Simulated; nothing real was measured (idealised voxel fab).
This section sets out a process module, namely voxel released beams.
Cross-sectional view cut (width: 220 nm; square cell size: 5 nm).
Cross-section spec: square-cell grid; bands listed top down; each band is one or more rows.
Within each band entry, the heights of the top and of the bottom of the band appear first, in that order and in nm; the materials of the band then follow from left to right, each with its corresponding width in nm. The designation "edge to edge" on a single material indicates that it fills the band from edge to edge; the designation "air" indicates empty space.
Counting heights begins at 0, where everything beneath is, in the wafer as received, one material. The lowest band has no bottom; it goes on downwards, as "0 nm and below" shows.
Width: "30 to 40" (first number = top row, second number = bottom row, same change from row to row of cells).
"no alteration" after a step means that no cell of the cross-section changed.
Heads up: "Unvented cavities" only lists the empty pockets with no open path to the top that are 8 cells or more, and it writes them as width x height at distance, distance from the left edge, in nm.
Note: text after step settings on the step line = simulator remark on that step.
The optional step-line setting "overlay nm" applies to steps with a mask and quantifies how far to the right of its planned location the mask lay, a negative value indicating leftward placement.
### The steps planned for the process are as follows
step 1: RECEIVE with material Si
step 2: CONFORMAL_DEP with material SiN, thk nm 10
step 3: DIRECTIONAL_DEP with material SiO2, thk nm 10
step 4: MASKED_ETCH with tone open, mask id ANCHOR, width nm 35, etch materials SiO2, depth nm 10, overlay nm 0
step 5: CONFORMAL_DEP with material W, thk nm 10
step 6: DIRECTIONAL_DEP with material aC, thk nm 15
step 7: PATTERN with tone cover, mask id BEAM, material resist, width nm 110, thk nm 30, overlay nm 0
step 8: DIRECTIONAL_ETCH with etch materials aC, depth nm 15
step 9: STRIP with etch materials resist
step 10: DIRECTIONAL_ETCH with etch materials W, depth nm 10
step 11: STRIP with etch materials aC
step 12: STRIP with etch materials SiO2
### Cross-sectional view of the wafer in its as-received condition, corresponding to the state after step 1
* 0 nm and below = Si edge to edge
* Unvented cavities: none
### Cross-section, first of two wafers, end of module, run as planned
* 30 nm to 20 nm = 50 nm air / 15 nm W / 15 nm air / 80 nm W / 60 nm air
* 20 nm to 10 nm = 55 nm air / 35 nm W / 130 nm air
* 10 nm to 0 nm = SiN edge to edge
* 0 nm and below = Si edge to edge
* Unvented cavities: none
### Second wafer through the module, sectioned at the end: same beginning and same plan as the first wafer, with one mistake in carrying it out
* 30 nm to 20 nm = 50 nm air / 50 nm W / 120 nm air
* 20 nm to 10 nm = 45 nm air / 10 nm W / 35 nm SiO2 / 70 nm W / 60 nm air
* 10 nm to 0 nm = SiN edge to edge
* 0 nm and below = Si edge to edge
* Unvented cavities: none
Short version of what went wrong: step 4 ran with different settings than intended, the actual operation and settings being MASKED_ETCH with tone cover, mask id ANCHOR, width nm 35, etch materials SiO2, depth nm 10, overlay nm 0
Cell-count delta at end, second wafer over first, by material: +14 SiO2
